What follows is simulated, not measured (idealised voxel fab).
This is a process module. Its name is voxel capacitor over wiring.
For reference, the cross-section in this document is cut, with width 225 nm and square cells of 5 nm.
We lay out every cross-section as a grid of square cells and spell it out in bands from the top down, where one band means one or more rows of cells. A band entry consists of two parts. The first gives the height of the band's top and the height of its bottom, in nm. The rest lists the band's materials from left to right, each with its width in nm. A single material labelled with the word "full width" fills the band from edge to edge, and the word "empty" marks empty space. Below 0: as-received wafer, all one material; heights counted from there. Lowest band: no bottom, goes on down, written "from 0 down". A width such as "30->40" changes by the same amount from each row of cells to the next, from the band's top row to its bottom row. No cell of the cross-section changed in a step that is given as "no alteration". "Enclosed cavities": empty spaces of 8 cells or more with no open way to the top, each given as width x height at distance, distance from the left edge, all in nm. The remark found on a step's line after its settings is issued by the simulator itself and pertains to that step. Regarding "overlay nm": on a step with a mask, it is the distance the mask lay to the right of its planned place; a negative value places it to the left.
Planned step list for the process:
step 1: RECEIVE: material Si
step 2: CONFORMAL_DEP: material SiO2, thk nm 15
step 3: CONFORMAL_DEP: material SiCN, thk nm 5
step 4: DIRECTIONAL_DEP: material SiO2, thk nm 20
step 5: PATTERN: tone open, mask id METAL_1, material resist, width nm 30, pitch nm 95, thk nm 15, overlay nm 0
step 6: DIRECTIONAL_ETCH: etch materials SiO2, depth nm 20
step 7: DIRECTIONAL_ETCH: etch materials SiCN, depth nm 5
step 8: STRIP: etch materials resist
step 9: CONFORMAL_DEP: material TiN, thk nm 5
step 10: FILL_DEP: material Cu, thk nm 10
step 11: CMP: height nm 40
step 12: EPI: material Ru, thk nm 5
step 13: FILL_DEP: material SiCN, thk nm 5
step 14: DIRECTIONAL_DEP: material lowk, thk nm 15
step 15: MASKED_ETCH: tone open, mask id PLUG_1, width nm 15, etch materials lowk, depth nm 15, overlay nm 0
step 16: MASKED_ETCH: tone open, mask id PLUG_1, width nm 15, etch materials SiCN, depth nm 5, overlay nm 0
step 17: CONFORMAL_DEP: material TiN, thk nm 5
step 18: FILL_DEP: material Ru, thk nm 10
step 19: CMP: height nm 65
step 20: DIRECTIONAL_DEP: material TiN, thk nm 5
step 21: DIRECTIONAL_DEP: material SiN, thk nm 5
step 22: DIRECTIONAL_DEP: material TiN, thk nm 10
step 23: PATTERN: tone cover, mask id UPPER_PLATE, material resist, width nm 70, thk nm 15, overlay nm 0
step 24: DIRECTIONAL_ETCH: etch materials TiN, depth nm 10
step 25: DIRECTIONAL_ETCH: etch materials SiN, depth nm 5
step 26: STRIP: etch materials resist
step 27: PATTERN: tone cover, mask id LOWER_PLATE, material resist, width nm 80, thk nm 20, overlay nm 0
step 28: DIRECTIONAL_ETCH: etch materials TiN, depth nm 5
step 29: STRIP: etch materials resist
step 30: FILL_DEP: material SiO2, thk nm 20
step 31: CMP: height nm 100
step 32: DIRECTIONAL_DEP: material aC, thk nm 10
step 33: PATTERN: tone open, mask id PLUG_2, material resist, width nm 15, thk nm 30, overlay nm 0
step 34: DIRECTIONAL_ETCH: etch materials aC, depth nm 10
step 35: STRIP: etch materials resist
step 36: DIRECTIONAL_ETCH: etch materials SiO2, depth nm 15
step 37: STRIP: etch materials aC
step 38: CONFORMAL_DEP: material TiN, thk nm 5
step 39: FILL_DEP: material W, thk nm 5
step 40: CMP: height nm 100
step 41: CONFORMAL_DEP: material SiCN, thk nm 5
As-received state of the wafer in cross-section, equivalent to post-step 1:
  from 0 down  Si full width
  Enclosed cavities: none
The module was run from the start shown above using the plan shown above, but one mistake was made doing it; the resulting wafer cross-section is below:
  from 105 to 100  SiCN full width
  from 100 to 90  SiO2 (75) / TiN (5) / W (5) / TiN (5) / SiO2 (135)
  from 90 to 85  SiO2 (75) / TiN (15) / SiO2 (135)
  from 85 to 75  SiO2 (65) / TiN (70) / SiO2 (90)
  from 75 to 70  SiO2 (65) / SiN (70) / SiO2 (90)
  from 70 to 65  SiO2 (60) / TiN (80) / SiO2 (85)
  from 65 to 55  Ru full width
  from 55 to 50  TiN (70) / Ru (5) / TiN (150)
  from 50 to 45  SiCN (65) / TiN (15) / SiCN (145)
  from 45 to 40  SiCN (45) / Ru (40) / SiCN (55) / Ru (40) / SiCN (45)
  from 40 to 20  SiO2 (50) / TiN (5) / Cu (20) / TiN (5) / SiO2 (65) / TiN (5) / Cu (20) / TiN (5) / SiO2 (50)
  from 20 to 15  SiCN (50) / TiN (30) / SiCN (65) / TiN (30) / SiCN (50)
  from 15 to 0  SiO2 full width
  from 0 down  Si full width
  Enclosed cavities: none
Heads up, the wafer didn't run the way we planned it: step 14 of the plan: omitted, not performed
